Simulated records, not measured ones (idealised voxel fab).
voxel wiring stack: a process module
Section cut is 240 nm wide and gridded with 5 nm square cells.
Bands, listed from the top down, are how a cross-section gets written in this document; the cross-section itself is a grid of square cells, and a band is one or more rows of them. Band: top height; bottom height; in nm. Then, left to right: material with width in nm, for each material. "edge to edge": a single material spanning edge to edge. "blank": empty space. For the purposes of this specification, 0 denotes the height below which the wafer in its as-received condition is composed wholly of one material, and the lowermost band, lacking a lower limit, extends downward without end, as expressed in "from 0 down". With a width like "30..40", each row of cells in the band differs from the next by the same amount, the top row carrying the first number and the bottom row the second. "same as before" (step): cross-section cells unchanged, all of them. "Closed empty spaces" contains a list of empty spaces, each no smaller than 8 cells and without an open way to the top, written in the form width x height at distance with the distance from the left edge and all three in nm. Step line, after settings: the simulator's comment on this step. The setting "overlay nm" may be written on the line of a step. When the step uses a mask, the value reports how far to the right of the planned place the mask lay, and a negative value reports that it lay to the left.
### The planned process steps are enumerated hereunder
1 RECEIVE, material Si
2 CONFORMAL_DEP, material SiO2, thk nm 15
3 CONFORMAL_DEP, material SiCN, thk nm 5
4 DIRECTIONAL_DEP, material lowk, thk nm 20
5 PATTERN, tone open, mask id METAL_1, material resist, width nm 20, pitch nm 45, thk nm 15, overlay nm 0
6 DIRECTIONAL_ETCH, etch materials lowk, depth nm 20
7 DIRECTIONAL_ETCH, etch materials SiCN, depth nm 5
8 STRIP, etch materials resist
9 CONFORMAL_DEP, material TiN, thk nm 5
10 FILL_DEP, material Cu, thk nm 10
11 CMP, height nm 40
12 EPI, material Ru, thk nm 5
13 FILL_DEP, material SiCN, thk nm 5
14 DIRECTIONAL_DEP, material SiO2, thk nm 25
15 MASKED_ETCH, tone open, mask id METAL_2, width nm 20, pitch nm 45, etch materials SiO2, depth nm 15, overlay nm 0
16 PATTERN, tone open, mask id METAL_2_HOLES, material resist, width nm 15, pitch nm 45, thk nm 20, overlay nm 0
17 DIRECTIONAL_ETCH, etch materials SiO2, depth nm 10
18 DIRECTIONAL_ETCH, etch materials SiCN, depth nm 5
19 STRIP, etch materials resist
20 CONFORMAL_DEP, material TiN, thk nm 5
21 FILL_DEP, material Cu, thk nm 10
22 CMP, height nm 75
23 CONFORMAL_DEP, material SiCN, thk nm 5
24 DIRECTIONAL_DEP, material SiO2, thk nm 30
25 PATTERN, tone open, mask id METAL_3, material resist, width nm 20, pitch nm 45, thk nm 20, overlay nm 0
26 DIRECTIONAL_ETCH, etch materials SiO2, depth nm 20
27 STRIP, etch materials resist
28 MASKED_ETCH, tone open, mask id METAL_3_HOLES, width nm 15, pitch nm 45, etch materials SiO2, depth nm 10, overlay nm 0
29 MASKED_ETCH, tone open, mask id METAL_3_HOLES, width nm 15, pitch nm 45, etch materials SiCN, depth nm 5, overlay nm 0
30 CONFORMAL_DEP, material TiN, thk nm 5
31 FILL_DEP, material Cu, thk nm 10
32 CMP, height nm 110
33 CONFORMAL_DEP, material SiCN, thk nm 5
### Received-state cross-section, reflecting completion of step 1
	from 0 down | Si edge to edge
	Closed empty spaces: none
### As-planned run: cross-section of the first of two wafers at end of module
	from 115 to 110 | SiCN edge to edge
	from 110 to 95 | 65 nm SiO2 | 5 nm TiN | 10 nm Cu | 5 nm TiN | 25 nm SiO2 | 5 nm TiN | 10 nm Cu | 5 nm TiN | 25 nm SiO2 | 5 nm TiN | 10 nm Cu | 5 nm TiN | 65 nm SiO2
	from 95 to 90 | 65 nm SiO2 | 5 nm TiN | 5 nm Cu | 10 nm TiN | 25 nm SiO2 | 5 nm TiN | 5 nm Cu | 10 nm TiN | 25 nm SiO2 | 5 nm TiN | 5 nm Cu | 10 nm TiN | 65 nm SiO2
	from 90 to 80 | 65 nm SiO2 | 5 nm TiN | 5 nm Cu | 5 nm TiN | 30 nm SiO2 | 5 nm TiN | 5 nm Cu | 5 nm TiN | 30 nm SiO2 | 5 nm TiN | 5 nm Cu | 5 nm TiN | 70 nm SiO2
	from 80 to 75 | 65 nm SiCN | 15 nm TiN | 30 nm SiCN | 15 nm TiN | 30 nm SiCN | 15 nm TiN | 70 nm SiCN
	from 75 to 65 | 65 nm SiO2 | 5 nm TiN | 10 nm Cu | 5 nm TiN | 25 nm SiO2 | 5 nm TiN | 10 nm Cu | 5 nm TiN | 25 nm SiO2 | 5 nm TiN | 10 nm Cu | 5 nm TiN | 65 nm SiO2
	from 65 to 60 | 65 nm SiO2 | 5 nm TiN | 5 nm Cu | 10 nm TiN | 25 nm SiO2 | 5 nm TiN | 5 nm Cu | 10 nm TiN | 25 nm SiO2 | 5 nm TiN | 5 nm Cu | 10 nm TiN | 65 nm SiO2
	from 60 to 50 | 65 nm SiO2 | 5 nm TiN | 5 nm Cu | 5 nm TiN | 30 nm SiO2 | 5 nm TiN | 5 nm Cu | 5 nm TiN | 30 nm SiO2 | 5 nm TiN | 5 nm Cu | 5 nm TiN | 70 nm SiO2
	from 50 to 45 | 65 nm SiCN | 15 nm TiN | 30 nm SiCN | 15 nm TiN | 30 nm SiCN | 15 nm TiN | 70 nm SiCN
	from 45 to 40 | 60 nm SiCN | 30 nm Ru | 15 nm SiCN | 30 nm Ru | 15 nm SiCN | 30 nm Ru | 60 nm SiCN
	from 40 to 20 | 65 nm lowk | 5 nm TiN | 10 nm Cu | 5 nm TiN | 25 nm lowk | 5 nm TiN | 10 nm Cu | 5 nm TiN | 25 nm lowk | 5 nm TiN | 10 nm Cu | 5 nm TiN | 65 nm lowk
	from 20 to 15 | 65 nm SiCN | 20 nm TiN | 25 nm SiCN | 20 nm TiN | 25 nm SiCN | 20 nm TiN | 65 nm SiCN
	from 15 to 0 | SiO2 edge to edge
	from 0 down | Si edge to edge
	Closed empty spaces: none
### Cross-section, second wafer: same start as the first, same plan as the first, one mistake in running it; taken at the end of the module
	from 115 to 110 | SiCN edge to edge
	from 110 to 95 | 65 nm SiO2 | 5 nm TiN | 10 nm Cu | 5 nm TiN | 25 nm SiO2 | 5 nm TiN | 10 nm Cu | 5 nm TiN | 25 nm SiO2 | 5 nm TiN | 10 nm Cu | 5 nm TiN | 65 nm SiO2
	from 95 to 90 | 65 nm SiO2 | 5 nm TiN | 5 nm Cu | 10 nm TiN | 25 nm SiO2 | 5 nm TiN | 5 nm Cu | 10 nm TiN | 25 nm SiO2 | 5 nm TiN | 5 nm Cu | 10 nm TiN | 65 nm SiO2
	from 90 to 80 | 65 nm SiO2 | 5 nm TiN | 5 nm Cu | 5 nm TiN | 30 nm SiO2 | 5 nm TiN | 5 nm Cu | 5 nm TiN | 30 nm SiO2 | 5 nm TiN | 5 nm Cu | 5 nm TiN | 70 nm SiO2
	from 80 to 75 | 65 nm SiCN | 15 nm TiN | 30 nm SiCN | 15 nm TiN | 30 nm SiCN | 15 nm TiN | 70 nm SiCN
	from 75 to 60 | 65 nm SiO2 | 5 nm TiN | 10 nm Cu | 5 nm TiN | 25 nm SiO2 | 5 nm TiN | 10 nm Cu | 5 nm TiN | 25 nm SiO2 | 5 nm TiN | 10 nm Cu | 5 nm TiN | 65 nm SiO2
	from 60 to 50 | 65 nm SiO2 | 5 nm TiN | 5 nm Cu | 10..5 nm TiN | 25..30 nm SiO2 | 5 nm TiN | 5 nm Cu | 10..5 nm TiN | 25..30 nm SiO2 | 5 nm TiN | 5 nm Cu | 10..5 nm TiN | 65..70 nm SiO2
	from 50 to 45 | 65 nm SiCN | 15 nm TiN | 30 nm SiCN | 15 nm TiN | 30 nm SiCN | 15 nm TiN | 70 nm SiCN
	from 45 to 40 | 60 nm SiCN | 30 nm Ru | 15 nm SiCN | 30 nm Ru | 15 nm SiCN | 30 nm Ru | 60 nm SiCN
	from 40 to 20 | 65 nm lowk | 5 nm TiN | 10 nm Cu | 5 nm TiN | 25 nm lowk | 5 nm TiN | 10 nm Cu | 5 nm TiN | 25 nm lowk | 5 nm TiN | 10 nm Cu | 5 nm TiN | 65 nm lowk
	from 20 to 15 | 65 nm SiCN | 20 nm TiN | 25 nm SiCN | 20 nm TiN | 25 nm SiCN | 20 nm TiN | 65 nm SiCN
	from 15 to 0 | SiO2 edge to edge
	from 0 down | Si edge to edge
	Closed empty spaces: none
what went wrong: step 15 was run on a setting that differed from the plan, and what really ran there is MASKED_ETCH, tone open, mask id METAL_2, width nm 20, pitch nm 45, etch materials SiO2, depth nm 20, overlay nm 0
Upon completion, the second wafer contains, in terms of cells, a greater or smaller amount of certain materials than the first wafer: Cu: 3 more, SiO2: 3 fewer
